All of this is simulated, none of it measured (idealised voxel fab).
The following process module bears the name voxel transistor to metal.
In the cross-section labelled cut, the width is 150 nm and each square cell is 5 nm.
How to read a cross-section here: the picture is a grid of square cells, written as bands going from the top down, and any band can span one or more rows of cells. Top, bottom (nm), then materials left to right with widths (nm); lone material tagged "full width" fills the whole band edge to edge; "air" = empty space. Heights are expressed relative to 0, this being the level below which the as-received wafer comprises one material exclusively. The lowest band is unbounded in the downward direction and is denoted as in "from 0 down". You'd read "30 to 40" like this: the band's top row of cells is as wide as the first number, its bottom row is as wide as the second, and going down, every row changes width by the same amount as the row before did. For the purposes of this document, the phrase "same as before" attached to a step denotes that no cell within the cross-section was modified by that step. You'll see "Enclosed voids" listing empty spaces that have no way open to the top, as long as they're 8 cells or more; the notation is width x height at distance, where the distance is from the left edge, and all of it is in nm. What comes after the settings on a step's line is commentary from the simulator itself on that step. overlay nm: how far to the right of its planned place the mask lay on this masked step (negative: to the left).

### The planned process steps are enumerated hereunder
step 1: RECEIVE,material Si
step 2: CONFORMAL_DEP,material SiO2,thk nm 5
step 3: CONFORMAL_DEP,material SiN,thk nm 10
step 4: DIRECTIONAL_DEP,material aC,thk nm 15
step 5: PATTERN,tone cover,mask id ACTIVE,material resist,width nm 115,thk nm 35,overlay nm 0
step 6: DIRECTIONAL_ETCH,etch materials aC,depth nm 15
step 7: STRIP,etch materials resist
step 8: DIRECTIONAL_ETCH,etch materials SiN,depth nm 10
step 9: DIRECTIONAL_ETCH,etch materials SiO2,depth nm 5
step 10: DIRECTIONAL_ETCH,etch materials Si,depth nm 35
step 11: STRIP,etch materials aC
step 12: FILL_DEP,material SiO2,thk nm 10
step 13: CMP,height nm 15
step 14: SELECTIVE_ETCH,etch materials SiO2,depth nm 5
step 15: STRIP,etch materials SiN
step 16: SELECTIVE_ETCH,etch materials SiO2,depth nm 5
step 17: OXIDIZE,depth nm 5
step 18: DIRECTIONAL_DEP,material polySi,thk nm 30
step 19: DIRECTIONAL_DEP,material SiCN,thk nm 15
step 20: DIRECTIONAL_DEP,material aC,thk nm 15
step 21: PATTERN,tone cover,mask id GATE,material resist,width nm 35,thk nm 35,overlay nm 0
step 22: DIRECTIONAL_ETCH,etch materials aC,depth nm 15
step 23: STRIP,etch materials resist
step 24: DIRECTIONAL_ETCH,etch materials SiCN,depth nm 25
step 25: DIRECTIONAL_ETCH,etch materials polySi,depth nm 40
step 26: STRIP,etch materials aC
step 27: CONFORMAL_DEP,material SiN,thk nm 10
step 28: DIRECTIONAL_ETCH,etch materials SiN,depth nm 10
step 29: DIRECTIONAL_ETCH,etch materials SiO2,depth nm 5
step 30: DIRECTIONAL_ETCH,etch materials Si,depth nm 15
step 31: EPI,material pSi,thk nm 15
step 32: FILL_DEP,material SiO2,thk nm 5
step 33: CMP,height nm 30
step 34: STRIP,etch materials polySi
step 35: SELECTIVE_ETCH,etch materials SiO2,depth nm 5
step 36: CONFORMAL_DEP,material HfO2,thk nm 5
step 37: CONFORMAL_DEP,material TiN,thk nm 5
step 38: FILL_DEP,material W,thk nm 5
step 39: CMP,height nm 25
step 40: DIRECTIONAL_DEP,material SiO2,thk nm 10
step 41: DIRECTIONAL_DEP,material aC,thk nm 15
step 42: PATTERN,tone open,mask id CONTACT,material resist,width nm 15,pitch nm 90,thk nm 35,overlay nm 0
step 43: DIRECTIONAL_ETCH,etch materials aC,depth nm 15
step 44: STRIP,etch materials resist
step 45: DIRECTIONAL_ETCH,etch materials SiO2,depth nm 25
step 46: STRIP,etch materials aC
step 47: CONFORMAL_DEP,material TiN,thk nm 5
step 48: FILL_DEP,material Ru,thk nm 10
step 49: CMP,height nm 35
step 50: DIRECTIONAL_DEP,material TiN,thk nm 5
step 51: DIRECTIONAL_DEP,material W,thk nm 20
step 52: PATTERN,tone cover,mask id METAL_1,material resist,width nm 15,pitch nm 90,thk nm 20,overlay nm 0
step 53: DIRECTIONAL_ETCH,etch materials W,depth nm 20
step 54: DIRECTIONAL_ETCH,etch materials TiN,depth nm 5
step 55: STRIP,etch materials resist
step 56: CONFORMAL_DEP,material SiN,thk nm 5
step 57: FILL_DEP,material lowk,thk nm 10
step 58: CMP,height nm 60
step 59: CONFORMAL_DEP,material SiCN,thk nm 5
step 60: DIRECTIONAL_DEP,material lowk,thk nm 25
step 61: MASKED_ETCH,tone open,mask id METAL_2,width nm 15,pitch nm 90,etch materials lowk,depth nm 15,overlay nm 0
step 62: MASKED_ETCH,tone open,mask id METAL_2_HOLES,width nm 15,pitch nm 90,etch materials lowk,depth nm 10,overlay nm 0
step 63: MASKED_ETCH,tone open,mask id METAL_2_HOLES,width nm 15,pitch nm 90,etch materials SiCN,depth nm 5,overlay nm 0
step 64: CONFORMAL_DEP,material TiN,thk nm 5
step 65: FILL_DEP,material Ru,thk nm 5
step 66: CMP,height nm 90
step 67: CONFORMAL_DEP,material SiCN,thk nm 5

### As received (post step 1): cross-section
> from 0 down  Si full width
> Enclosed voids: none

### The first of the two wafers as seen in cross-section once the module was finished; processing followed the plan
> from 95 to 90  SiCN full width
> from 90 to 65  20 nm lowk; 5 nm TiN; 5 nm Ru; 5 nm TiN; 75 nm lowk; 5 nm TiN; 5 nm Ru; 5 nm TiN; 25 nm lowk
> from 65 to 60  20 nm SiCN; 15 nm TiN; 75 nm SiCN; 15 nm TiN; 25 nm SiCN
> from 60 to 40  15 nm lowk; 5 nm SiN; 15 nm W; 5 nm SiN; 65 nm lowk; 5 nm SiN; 15 nm W; 5 nm SiN; 20 nm lowk
> from 40 to 35  20 nm SiN; 15 nm TiN; 75 nm SiN; 15 nm TiN; 25 nm SiN
> from 35 to 25  20 nm SiO2; 5 nm TiN; 5 nm Ru; 5 nm TiN; 75 nm SiO2; 5 nm TiN; 5 nm Ru; 5 nm TiN; 25 nm SiO2
> from 25 to 15  20 nm SiO2; 5 nm TiN; 5 nm Ru; 5 nm TiN; 10 nm SiO2; 10 nm SiN; 5 nm HfO2; 5 nm TiN; 15 nm W; 5 nm TiN; 5 nm HfO2; 10 nm SiN; 10 nm SiO2; 5 nm TiN; 5 nm Ru; 5 nm TiN; 25 nm SiO2
> from 15 to 10  20 nm SiO2; 15 nm TiN; 10 nm SiO2; 10 nm SiN; 5 nm HfO2; 5 nm TiN; 15 nm W; 5 nm TiN; 5 nm HfO2; 10 nm SiN; 10 nm SiO2; 15 nm TiN; 25 nm SiO2
> from 10 to 5  15 nm SiO2; 30 nm pSi; 10 nm SiN; 5 nm HfO2; 5 nm TiN; 15 nm W; 5 nm TiN; 5 nm HfO2; 10 nm SiN; 30 nm pSi; 20 nm SiO2
> from 5 to 0  10 nm SiO2; 10 nm SiN; 25 nm pSi; 10 nm SiN; 5 nm HfO2; 25 nm TiN; 5 nm HfO2; 10 nm SiN; 25 nm pSi; 10 nm SiN; 15 nm SiO2
> from 0 to -5  20 nm SiO2; 25 nm pSi; 5 nm SiO2; 45 nm HfO2; 5 nm SiO2; 25 nm pSi; 25 nm SiO2
> from -5 to -20  15 nm SiO2; 5 nm Si; 25 nm pSi; 55 nm Si; 25 nm pSi; 5 nm Si; 20 nm SiO2
> from -20 to -35  15 nm SiO2; 115 nm Si; 20 nm SiO2
> from -35 down  Si full width
> Enclosed voids: none

### This cross-section belongs to the second wafer of two at the end of the module; the start and the plan were shared with the first, and the run included one mistake
> from 95 to 90  SiCN full width
> from 90 to 65  20 nm lowk; 5 nm TiN; 5 nm Ru; 5 nm TiN; 75 nm lowk; 5 nm TiN; 5 nm Ru; 5 nm TiN; 25 nm lowk
> from 65 to 60  20 nm SiCN; 15 nm TiN; 75 nm SiCN; 15 nm TiN; 25 nm SiCN
> from 60 to 40  15 nm lowk; 5 nm SiN; 15 nm W; 5 nm SiN; 65 nm lowk; 5 nm SiN; 15 nm W; 5 nm SiN; 20 nm lowk
> from 40 to 35  20 nm SiN; 15 nm TiN; 75 nm SiN; 15 nm TiN; 25 nm SiN
> from 35 to 25  15 nm SiO2; 5 nm TiN; 15 nm Ru; 5 nm TiN; 65 nm SiO2; 5 nm TiN; 15 nm Ru; 5 nm TiN; 20 nm SiO2
> from 25 to 15  15 nm SiO2; 5 nm TiN; 15 nm Ru; 5 nm TiN; 5 nm SiO2; 10 nm SiN; 5 nm HfO2; 5 nm TiN; 15 nm W; 5 nm TiN; 5 nm HfO2; 10 nm SiN; 5 nm SiO2; 5 nm TiN; 15 nm Ru; 5 nm TiN; 20 nm SiO2
> from 15 to 10  15 nm SiO2; 25 nm TiN; 5 nm SiO2; 10 nm SiN; 5 nm HfO2; 5 nm TiN; 15 nm W; 5 nm TiN; 5 nm HfO2; 10 nm SiN; 5 nm SiO2; 25 nm TiN; 20 nm SiO2
> from 10 to 5  15 nm SiO2; 30 nm pSi; 10 nm SiN; 5 nm HfO2; 5 nm TiN; 15 nm W; 5 nm TiN; 5 nm HfO2; 10 nm SiN; 30 nm pSi; 20 nm SiO2
> from 5 to 0  10 nm SiO2; 10 nm SiN; 25 nm pSi; 10 nm SiN; 5 nm HfO2; 25 nm TiN; 5 nm HfO2; 10 nm SiN; 25 nm pSi; 10 nm SiN; 15 nm SiO2
> from 0 to -5  20 nm SiO2; 25 nm pSi; 5 nm SiO2; 45 nm HfO2; 5 nm SiO2; 25 nm pSi; 25 nm SiO2
> from -5 to -20  15 nm SiO2; 5 nm Si; 25 nm pSi; 55 nm Si; 25 nm pSi; 5 nm Si; 20 nm SiO2
> from -20 to -35  15 nm SiO2; 115 nm Si; 20 nm SiO2
> from -35 down  Si full width
> Enclosed voids: none
Which mistake was made when the wafer was run? rather than as planned, step 42 actually ran as PATTERN,tone open,mask id CONTACT,material resist,width nm 25,pitch nm 90,thk nm 35,overlay nm 0
The second wafer ends with more or fewer cells of some materials than the first, per final count: +16 Ru | -20 SiO2 | +4 TiN
